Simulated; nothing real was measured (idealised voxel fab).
The process module that follows is named voxel self aligned contacts.
Section cut is 300 nm wide and gridded with 5 nm square cells.
Cross-section, as written here: a square-cell grid given band by band from the top down, where a band holds one or more rows of cells. Each band's line starts with the height of the band's top and of its bottom, in nm. Then come its materials from left to right, each with its width in nm. One material with "throughout" fills the band from edge to edge. "air" is empty space. Heights from 0 (as-received wafer is one material below). Bottom band endless downward, as "0 down". The notation "30 to 40" denotes a width that varies across the rows of cells in the band, beginning at the first number in the top row, finishing at the second number in the bottom row, and changing by an identical amount from each row to the next. You'll sometimes find "all unchanged" written for a step, and that's the way of saying that nowhere in the cross-section did a cell change during that step. So "Closed void catalog" is basically the list of trapped voids: any empty space of 8 cells or more that can't reach the top through an opening. They're written width x height at distance, the distance being from the left edge, and it's all nm. The remark found on a step's line after its settings is issued by the simulator itself and pertains to that step. Among the settings permitted on a step's line is "overlay nm"; applied to a step with a mask, it specifies the extent to which the mask lay to the right of its planned position, whereas a negative figure signifies a position to the left.

**Planned step list for the process**
1) RECEIVE: material Si
2) OXIDIZE: depth nm 5
3) DIRECTIONAL_DEP: material polySi, thk nm 25
4) DIRECTIONAL_DEP: material SiN, thk nm 25
5) DIRECTIONAL_DEP: material aC, thk nm 10
6) PATTERN: tone cover, mask id GATE, material resist, width nm 35, pitch nm 80, thk nm 25, overlay nm 0
7) DIRECTIONAL_ETCH: etch materials aC, depth nm 10
8) STRIP: etch materials resist
9) DIRECTIONAL_ETCH: etch materials SiN, depth nm 25
10) DIRECTIONAL_ETCH: etch materials polySi, depth nm 25
11) STRIP: etch materials aC
12) CONFORMAL_DEP: material SiN, thk nm 10
13) DIRECTIONAL_ETCH: etch materials SiN, depth nm 10
14) FILL_DEP: material SiO2, thk nm 15
15) CMP: height nm 60
16) DIRECTIONAL_DEP: material aC, thk nm 10
17) PATTERN: tone open, mask id CONTACT, material resist, width nm 65, pitch nm 80, thk nm 25, overlay nm 0
18) DIRECTIONAL_ETCH: etch materials aC, depth nm 10
19) STRIP: etch materials resist
20) DIRECTIONAL_ETCH: etch materials SiO2, depth nm 65
21) STRIP: etch materials aC
22) CONFORMAL_DEP: material TiN, thk nm 5
23) FILL_DEP: material Ru, thk nm 10
24) CMP: height nm 60
25) CONFORMAL_DEP: material SiN, thk nm 5

**Run as planned: first of two wafers**

**Cross-section of the wafer upon arrival, representing the state reached after step 1**
- 0 down  Si throughout
- Closed void catalog: none

**Wafer section view after processing step 2**
- 0 to -5  SiO2 throughout
- Below a height of -5, the structure has not been altered.

**Wafer section view after processing step 3**
- 25 to 0  polySi throughout
- Below a height of 0, the structure has not been altered.

**Wafer section view after processing step 4**
- 50 to 25  SiN throughout
- Below a height of 25, the structure has not been altered.

**Wafer section view after processing step 5**
- 60 to 50  aC throughout
- Below a height of 50, the structure has not been altered.

**Wafer section view after processing step 6**
- 85 to 60  air 50  resist 35  air 45  resist 35  air 45  resist 35  air 55
- Below a height of 60, the structure has not been altered.

**Wafer section view after processing step 7**
- 75 to 60  air 50  resist 35  air 45  resist 35  air 45  resist 35  air 55
- 60 to 50  air 50  aC 35  air 45  aC 35  air 45  aC 35  air 55
- Below a height of 50, the structure has not been altered.

**Wafer section view after processing step 8**
- 60 to 50  air 50  aC 35  air 45  aC 35  air 45  aC 35  air 55
- Below a height of 50, the structure has not been altered.

**Wafer section view after processing step 9**
- 60 to 50  air 50  aC 35  air 45  aC 35  air 45  aC 35  air 55
- 50 to 25  air 50  SiN 35  air 45  SiN 35  air 45  SiN 35  air 55
- Below a height of 25, the structure has not been altered.

**Wafer section view after processing step 10**
- 60 to 50  air 50  aC 35  air 45  aC 35  air 45  aC 35  air 55
- 50 to 25  air 50  SiN 35  air 45  SiN 35  air 45  SiN 35  air 55
- 25 to 0  air 50  polySi 35  air 45  polySi 35  air 45  polySi 35  air 55
- Below a height of 0, the structure has not been altered.

**Wafer section view after processing step 11**
- 50 to 25  air 50  SiN 35  air 45  SiN 35  air 45  SiN 35  air 55
- Below a height of 25, the structure has not been altered.

**Wafer section view after processing step 12**
- 60 to 25  air 40  SiN 55  air 25  SiN 55  air 25  SiN 55  air 45
- 25 to 10  air 40  SiN 10  polySi 35  SiN 10  air 25  SiN 10  polySi 35  SiN 10  air 25  SiN 10  polySi 35  SiN 10  air 45
- 10 to 0  SiN 50  polySi 35  SiN 45  polySi 35  SiN 45  polySi 35  SiN 55
- Below a height of 0, the structure has not been altered.

**Wafer section view after processing step 13**
- 50 to 25  air 40  SiN 55  air 25  SiN 55  air 25  SiN 55  air 45
- 25 to 0  air 40  SiN 10  polySi 35  SiN 10  air 25  SiN 10  polySi 35  SiN 10  air 25  SiN 10  polySi 35  SiN 10  air 45
- Below a height of 0, the structure has not been altered.

**Wafer section view after processing step 14**
- 65 to 50  SiO2 throughout
- 50 to 25  SiO2 40  SiN 55  SiO2 25  SiN 55  SiO2 25  SiN 55  SiO2 45
- 25 to 0  SiO2 40  SiN 10  polySi 35  SiN 10  SiO2 25  SiN 10  polySi 35  SiN 10  SiO2 25  SiN 10  polySi 35  SiN 10  SiO2 45
- Below a height of 0, the structure has not been altered.

**Wafer section view after processing step 15**
- 60 to 50  SiO2 throughout
- Below a height of 50, the structure has not been altered.

**Wafer section view after processing step 16**
- 70 to 60  aC throughout
- Below a height of 60, the structure has not been altered.

**Wafer section view after processing step 17**
- 95 to 70  resist 75  air 65  resist 15  air 65  resist 80
- Below a height of 70, the structure has not been altered.

**Wafer section view after processing step 18**
- 85 to 70  resist 75  air 65  resist 15  air 65  resist 80
- 70 to 60  aC 75  air 65  aC 15  air 65  aC 80
- Below a height of 60, the structure has not been altered.

**Wafer section view after processing step 19**
- 70 to 60  aC 75  air 65  aC 15  air 65  aC 80
- Below a height of 60, the structure has not been altered.

**Wafer section view after processing step 20**
- 70 to 60  aC 75  air 65  aC 15  air 65  aC 80
- 60 to 50  SiO2 75  air 65  SiO2 15  air 65  SiO2 80
- 50 to 25  SiO2 40  SiN 55  air 25  SiN 55  air 25  SiN 55  SiO2 45
- 25 to 0  SiO2 40  SiN 10  polySi 35  SiN 10  air 25  SiN 10  polySi 35  SiN 10  air 25  SiN 10  polySi 35  SiN 10  SiO2 45
- 0 to -5  SiO2 95  air 25  SiO2 55  air 25  SiO2 100
- Below a height of -5, the structure has not been altered.

**Wafer section view after processing step 21**
- 60 to 50  SiO2 75  air 65  SiO2 15  air 65  SiO2 80
- Below a height of 50, the structure has not been altered.

**Wafer section view after processing step 22**
- 65 to 60  TiN 80  air 55  TiN 25  air 55  TiN 85
- 60 to 50  SiO2 75  TiN 5 to 25  air 55 to 15  TiN 5 to 25  SiO2 15  TiN 5 to 25  air 55 to 15  TiN 5 to 25  SiO2 80
- 50 to 25  SiO2 40  SiN 55  TiN 5  air 15  TiN 5  SiN 55  TiN 5  air 15  TiN 5  SiN 55  SiO2 45
- 25 to 0  SiO2 40  SiN 10  polySi 35  SiN 10  TiN 5  air 15  TiN 5  SiN 10  polySi 35  SiN 10  TiN 5  air 15  TiN 5  SiN 10  polySi 35  SiN 10  SiO2 45
- 0 to -5  SiO2 95  TiN 25  SiO2 55  TiN 25  SiO2 100
- Below a height of -5, the structure has not been altered.

**Wafer section view after processing step 23**
- 75 to 65  Ru throughout
- 65 to 60  TiN 80  Ru 55  TiN 25  Ru 55  TiN 85
- 60 to 50  SiO2 75  TiN 5 to 25  Ru 55 to 15  TiN 5 to 25  SiO2 15  TiN 5 to 25  Ru 55 to 15  TiN 5 to 25  SiO2 80
- 50 to 25  SiO2 40  SiN 55  TiN 5  Ru 15  TiN 5  SiN 55  TiN 5  Ru 15  TiN 5  SiN 55  SiO2 45
- 25 to 0  SiO2 40  SiN 10  polySi 35  SiN 10  TiN 5  Ru 15  TiN 5  SiN 10  polySi 35  SiN 10  TiN 5  Ru 15  TiN 5  SiN 10  polySi 35  SiN 10  SiO2 45
- Below a height of 0, the structure has not been altered.

**Wafer section view after processing step 24**
- 60 to 50  SiO2 75  TiN 5 to 25  Ru 55 to 15  TiN 5 to 25  SiO2 15  TiN 5 to 25  Ru 55 to 15  TiN 5 to 25  SiO2 80
- Below a height of 50, the structure has not been altered.

**Wafer section view after processing step 25**
- 65 to 60  SiN throughout
- Below a height of 60, the structure has not been altered.

**Second wafer. Start and plan as for the first. One mistake made in running. Agrees with the first up to and including step 5**

**At the planned end of step 6, the second wafer in cross-section**
- 85 to 60  resist 50  air 35  resist 45  air 35  resist 45  air 35  resist 55
- Below a height of 60, the structure has not been altered.

**At the planned end of step 7, the second wafer in cross-section**
- 75 to 60  resist 50  air 35  resist 45  air 35  resist 45  air 35  resist 55
- 60 to 50  aC 50  air 35  aC 45  air 35  aC 45  air 35  aC 55
- Below a height of 50, the structure has not been altered.

**At the planned end of step 8, the second wafer in cross-section**
- 60 to 50  aC 50  air 35  aC 45  air 35  aC 45  air 35  aC 55
- Below a height of 50, the structure has not been altered.

**At the planned end of step 9, the second wafer in cross-section**
- 60 to 50  aC 50  air 35  aC 45  air 35  aC 45  air 35  aC 55
- 50 to 25  SiN 50  air 35  SiN 45  air 35  SiN 45  air 35  SiN 55
- Below a height of 25, the structure has not been altered.

**At the planned end of step 10, the second wafer in cross-section**
- 60 to 50  aC 50  air 35  aC 45  air 35  aC 45  air 35  aC 55
- 50 to 25  SiN 50  air 35  SiN 45  air 35  SiN 45  air 35  SiN 55
- 25 to 0  polySi 50  air 35  polySi 45  air 35  polySi 45  air 35  polySi 55
- Below a height of 0, the structure has not been altered.

**At the planned end of step 11, the second wafer in cross-section**
- 50 to 25  SiN 50  air 35  SiN 45  air 35  SiN 45  air 35  SiN 55
- Below a height of 25, the structure has not been altered.

**At the planned end of step 12, the second wafer in cross-section**
- 60 to 25  SiN 60  air 15  SiN 65  air 15  SiN 65  air 15  SiN 65
- 25 to 10  polySi 50  SiN 10  air 15  SiN 10  polySi 45  SiN 10  air 15  SiN 10  polySi 45  SiN 10  air 15  SiN 10  polySi 55
- 10 to 0  polySi 50  SiN 35  polySi 45  SiN 35  polySi 45  SiN 35  polySi 55
- Below a height of 0, the structure has not been altered.

**At the planned end of step 13, the second wafer in cross-section**
- 50 to 25  SiN 60  air 15  SiN 65  air 15  SiN 65  air 15  SiN 65
- 25 to 0  polySi 50  SiN 10  air 15  SiN 10  polySi 45  SiN 10  air 15  SiN 10  polySi 45  SiN 10  air 15  SiN 10  polySi 55
- Below a height of 0, the structure has not been altered.

**At the planned end of step 14, the second wafer in cross-section**
- 65 to 50  SiO2 throughout
- 50 to 25  SiN 60  SiO2 15  SiN 65  SiO2 15  SiN 65  SiO2 15  SiN 65
- 25 to 0  polySi 50  SiN 10  SiO2 15  SiN 10  polySi 45  SiN 10  SiO2 15  SiN 10  polySi 45  SiN 10  SiO2 15  SiN 10  polySi 55
- Below a height of 0, the structure has not been altered.

**At the planned end of step 15, the second wafer in cross-section**
- 60 to 50  SiO2 throughout
- Below a height of 50, the structure has not been altered.

**At the planned end of step 16, the second wafer in cross-section**
- 70 to 60  aC throughout
- Below a height of 60, the structure has not been altered.

**At the planned end of step 17, the second wafer in cross-section**
- 95 to 70  resist 75  air 65  resist 15  air 65  resist 80
- Below a height of 70, the structure has not been altered.

**At the planned end of step 18, the second wafer in cross-section**
- 85 to 70  resist 75  air 65  resist 15  air 65  resist 80
- 70 to 60  aC 75  air 65  aC 15  air 65  aC 80
- Below a height of 60, the structure has not been altered.

**At the planned end of step 19, the second wafer in cross-section**
- 70 to 60  aC 75  air 65  aC 15  air 65  aC 80
- Below a height of 60, the structure has not been altered.

**At the planned end of step 20, the second wafer in cross-section**
- 70 to 60  aC 75  air 65  aC 15  air 65  aC 80
- 60 to 50  SiO2 75  air 65  SiO2 15  air 65  SiO2 80
- Below a height of 50, the structure has not been altered.

**At the planned end of step 21, the second wafer in cross-section**
- 60 to 50  SiO2 75  air 65  SiO2 15  air 65  SiO2 80
- Below a height of 50, the structure has not been altered.

**At the planned end of step 22, the second wafer in cross-section**
- 65 to 60  TiN 80  air 55  TiN 25  air 55  TiN 85
- 60 to 55  SiO2 75  TiN 5  air 55  TiN 5  SiO2 15  TiN 5  air 55  TiN 5  SiO2 80
- 55 to 50  SiO2 75  TiN 65  SiO2 15  TiN 65  SiO2 80
- Below a height of 50, the structure has not been altered.

**At the planned end of step 23, the second wafer in cross-section**
- 75 to 65  Ru throughout
- 65 to 60  TiN 80  Ru 55  TiN 25  Ru 55  TiN 85
- 60 to 55  SiO2 75  TiN 5  Ru 55  TiN 5  SiO2 15  TiN 5  Ru 55  TiN 5  SiO2 80
- Below a height of 55, the structure has not been altered.

**At the planned end of step 24, the second wafer in cross-section**
- 60 to 55  SiO2 75  TiN 5  Ru 55  TiN 5  SiO2 15  TiN 5  Ru 55  TiN 5  SiO2 80
- Below a height of 55, the structure has not been altered.

**At the planned end of step 25, the second wafer in cross-section**
- 65 to 60  SiN throughout
- Below a height of 60, the structure has not been altered.
What was done differently from what was planned? for step 6, the planned setting was not used; the step was instead run as PATTERN: tone open, mask id GATE, material resist, width nm 35, pitch nm 80, thk nm 25, overlay nm 0
Final wafer comparison in cells, second versus first, more or fewer per material: -66 Ru, +90 SiN, -70 SiO2, -44 TiN, +90 polySi
